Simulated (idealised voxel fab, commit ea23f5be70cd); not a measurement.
The process module presented herein is designated voxel wiring stack.
Square cell edge 5 nm, section width 290 nm, ID cut.
In this document a cross-section is written as a grid of square cells. It is given as a series of bands, listed from the top down, and a band is one or more rows of cells. Read a band's entry like this: the first values are the height of its top and the height of its bottom in nm, and what follows is the sequence of materials from left to right, each with its width in nm. Note that "air" is empty space, and that a single material marked "throughout" reaches across the band from edge to edge. It should be noted that heights are counted from 0, beneath which the wafer as supplied is of one material throughout, and that the lowest band possesses no lower boundary but continues downward, as written in "top 0, no bottom". Graded width ("30 to 40"): value in top row of band = first number; value in bottom row = second number; row-to-row change constant. Step note "everything unchanged" = no cross-section cell changed. In the "Sealed-off cavities" entry, you get each enclosed empty space of 8 cells or more, one with no open way to the top, written width x height at distance, distance from the left edge, in nm. after a step's settings: what the simulator itself notes on the step. A step's line can hold "overlay nm"; with a mask on that step, the setting says how far right of the planned place the mask lay, while a negative setting says it lay to the left.
THE PLANNED PROCESS STEPS ARE ENUMERATED HEREUNDER
1: RECEIVE (material Si)
2: CONFORMAL_DEP (material SiO2; thk nm 15)
3: CONFORMAL_DEP (material SiCN; thk nm 5)
4: DIRECTIONAL_DEP (material lowk; thk nm 20)
5: DIRECTIONAL_DEP (material aC; thk nm 10)
6: PATTERN (tone open; mask id METAL_1; material resist; width nm 30; pitch nm 45; thk nm 25; overlay nm 0)
7: DIRECTIONAL_ETCH (etch materials aC; depth nm 10)
8: STRIP (etch materials resist)
9: DIRECTIONAL_ETCH (etch materials lowk; depth nm 20)
10: DIRECTIONAL_ETCH (etch materials SiCN; depth nm 5)
11: STRIP (etch materials aC)
12: CONFORMAL_DEP (material TiN; thk nm 5)
13: FILL_DEP (material Cu; thk nm 10)
14: CMP (height nm 40)
15: CONFORMAL_DEP (material SiCN; thk nm 5)
16: DIRECTIONAL_DEP (material SiO2; thk nm 15)
17: PATTERN (tone open; mask id PLUG_1; material resist; width nm 15; pitch nm 45; thk nm 15; overlay nm 0)
18: DIRECTIONAL_ETCH (etch materials SiO2; depth nm 15)
19: DIRECTIONAL_ETCH (etch materials SiCN; depth nm 5)
20: STRIP (etch materials resist)
21: EPI (material Ru; thk nm 10)
22: EPI (material Ru; thk nm 10)
23: CONFORMAL_DEP (material SiCN; thk nm 5)
24: DIRECTIONAL_DEP (material lowk; thk nm 20)
25: MASKED_ETCH (tone open; mask id METAL_2; width nm 30; pitch nm 45; etch materials lowk; depth nm 20; overlay nm 0)
26: MASKED_ETCH (tone open; mask id METAL_2; width nm 30; pitch nm 45; etch materials SiCN; depth nm 5; overlay nm 0)
27: CONFORMAL_DEP (material TiN; thk nm 5)
28: FILL_DEP (material W; thk nm 10)
29: CMP (height nm 85)
30: CONFORMAL_DEP (material SiCN; thk nm 5)
31: DIRECTIONAL_DEP (material lowk; thk nm 25)
32: PATTERN (tone open; mask id METAL_3_HOLES; material resist; width nm 15; pitch nm 90; thk nm 15; overlay nm 0)
33: DIRECTIONAL_ETCH (etch materials lowk; depth nm 25)
34: STRIP (etch materials resist)
35: DIRECTIONAL_DEP (material aC; thk nm 15)
36: PATTERN (tone open; mask id METAL_3; material resist; width nm 30; pitch nm 45; thk nm 35; overlay nm 0)
37: DIRECTIONAL_ETCH (etch materials aC; depth nm 15)
38: STRIP (etch materials resist)
39: DIRECTIONAL_ETCH (etch materials lowk; depth nm 15)
40: DIRECTIONAL_ETCH (etch materials SiCN; depth nm 5)
41: STRIP (etch materials aC)
42: CONFORMAL_DEP (material TiN; thk nm 5)
43: FILL_DEP (material Cu; thk nm 5)
44: CMP (height nm 115)
45: CONFORMAL_DEP (material SiCN; thk nm 5)
THIS IS THE CROSS-SECTION OF THE WAFER AS WE RECEIVED IT, I.E. AFTER STEP 1
- top 0, no bottom: Si throughout
- Sealed-off cavities: none
CROSS-SECTION: FIRST OF TWO WAFERS, MODULE FINISHED, RUN ACCORDING TO PLAN
- top 120, bottom 115: SiCN throughout
- top 115, bottom 105: lowk (60); TiN (5); Cu (20); TiN (5); lowk (15); TiN (5); Cu (20); TiN (5); lowk (15); TiN (5); Cu (20); TiN (5); lowk (15); TiN (5); Cu (20); TiN (5); lowk (65)
- top 105, bottom 100: lowk (60); TiN (5); Cu (5); TiN (20); lowk (15); TiN (30); lowk (15); TiN (5); Cu (5); TiN (20); lowk (15); TiN (30); lowk (65)
- top 100, bottom 90: lowk (60); TiN (5); Cu (5); TiN (5); lowk (75); TiN (5); Cu (5); TiN (5); lowk (125)
- top 90, bottom 85: SiCN (60); TiN (15); SiCN (75); TiN (15); SiCN (125)
- top 85, bottom 65: lowk (60); TiN (5); W (20); TiN (5); lowk (15); TiN (5); W (20); TiN (5); lowk (15); TiN (5); W (20); TiN (5); lowk (15); TiN (5); W (20); TiN (5); lowk (65)
- top 65, bottom 60: SiCN (60); TiN (30); SiCN (15); TiN (30); SiCN (15); TiN (30); SiCN (15); TiN (30); SiCN (65)
- top 60, bottom 45: SiO2 (60); Ru (15); SiO2 (30); Ru (15); SiO2 (30); Ru (15); SiO2 (30); Ru (15); SiO2 (80)
- top 45, bottom 40: SiCN (60); Ru (15); SiCN (30); Ru (15); SiCN (30); Ru (15); SiCN (30); Ru (15); SiCN (80)
- top 40, bottom 20: lowk (60); TiN (5); Cu (20); TiN (5); lowk (15); TiN (5); Cu (20); TiN (5); lowk (15); TiN (5); Cu (20); TiN (5); lowk (15); TiN (5); Cu (20); TiN (5); lowk (65)
- top 20, bottom 15: SiCN (60); TiN (30); SiCN (15); TiN (30); SiCN (15); TiN (30); SiCN (15); TiN (30); SiCN (65)
- top 15, bottom 0: SiO2 throughout
- top 0, no bottom: Si throughout
- Sealed-off cavities: none
WHAT THE SECOND WAFER LOOKS LIKE IN CROSS-SECTION ONCE THE MODULE IS DONE. ITS START AND ITS PLAN MATCHED THE FIRST WAFER'S EXACTLY; WHAT DIFFERED WAS ONE MISTAKE IN HOW IT WAS RUN
- top 120, bottom 115: SiCN throughout
- top 115, bottom 105: lowk (60); TiN (5); Cu (20); TiN (5); lowk (15); TiN (5); Cu (20); TiN (5); lowk (15); TiN (5); Cu (20); TiN (5); lowk (15); TiN (5); Cu (20); TiN (5); lowk (65)
- top 105, bottom 100: lowk (60); TiN (5); Cu (5); TiN (20); lowk (15); TiN (30); lowk (15); TiN (5); Cu (5); TiN (20); lowk (15); TiN (30); lowk (65)
- top 100, bottom 90: lowk (60); TiN (5); Cu (5); TiN (5); lowk (75); TiN (5); Cu (5); TiN (5); lowk (125)
- top 90, bottom 85: SiCN (60); TiN (15); SiCN (75); TiN (15); SiCN (125)
- top 85, bottom 75: lowk (60); TiN (5); W (20); TiN (5); lowk (15); TiN (5); W (20); TiN (5); lowk (15); TiN (5); W (20); TiN (5); lowk (15); TiN (5); W (20); TiN (5); lowk (65)
- top 75, bottom 70: lowk (45); SiCN (15); TiN (30); SiCN (15); TiN (30); SiCN (15); TiN (30); SiCN (15); TiN (30); lowk (65)
- top 70, bottom 65: lowk (45); SiCN (5); Ru (35); SiCN (10); Ru (35); SiCN (10); Ru (35); SiCN (10); Ru (35); SiCN (5); lowk (65)
- top 65, bottom 60: SiCN (50); Ru (35); SiCN (10); Ru (35); SiCN (10); Ru (35); SiCN (10); Ru (35); SiCN (70)
- top 60, bottom 45: SiO2 (60); Ru (15); SiO2 (30); Ru (15); SiO2 (30); Ru (15); SiO2 (30); Ru (15); SiO2 (80)
- top 45, bottom 40: SiCN (60); Ru (15); SiCN (30); Ru (15); SiCN (30); Ru (15); SiCN (30); Ru (15); SiCN (80)
- top 40, bottom 20: lowk (60); TiN (5); Cu (20); TiN (5); lowk (15); TiN (5); Cu (20); TiN (5); lowk (15); TiN (5); Cu (20); TiN (5); lowk (15); TiN (5); Cu (20); TiN (5); lowk (65)
- top 20, bottom 15: SiCN (60); TiN (30); SiCN (15); TiN (30); SiCN (15); TiN (30); SiCN (15); TiN (30); SiCN (65)
- top 15, bottom 0: SiO2 throughout
- top 0, no bottom: Si throughout
- Sealed-off cavities: none
Here's what went sideways: one of the identical steps 21 and 22 was run twice, but which one cannot be determined
Final cells, second wafer relative to first, materials higher or lower: 56 more of Ru; 16 more of SiCN; 16 fewer of TiN; 32 fewer of W; 24 fewer of lowk
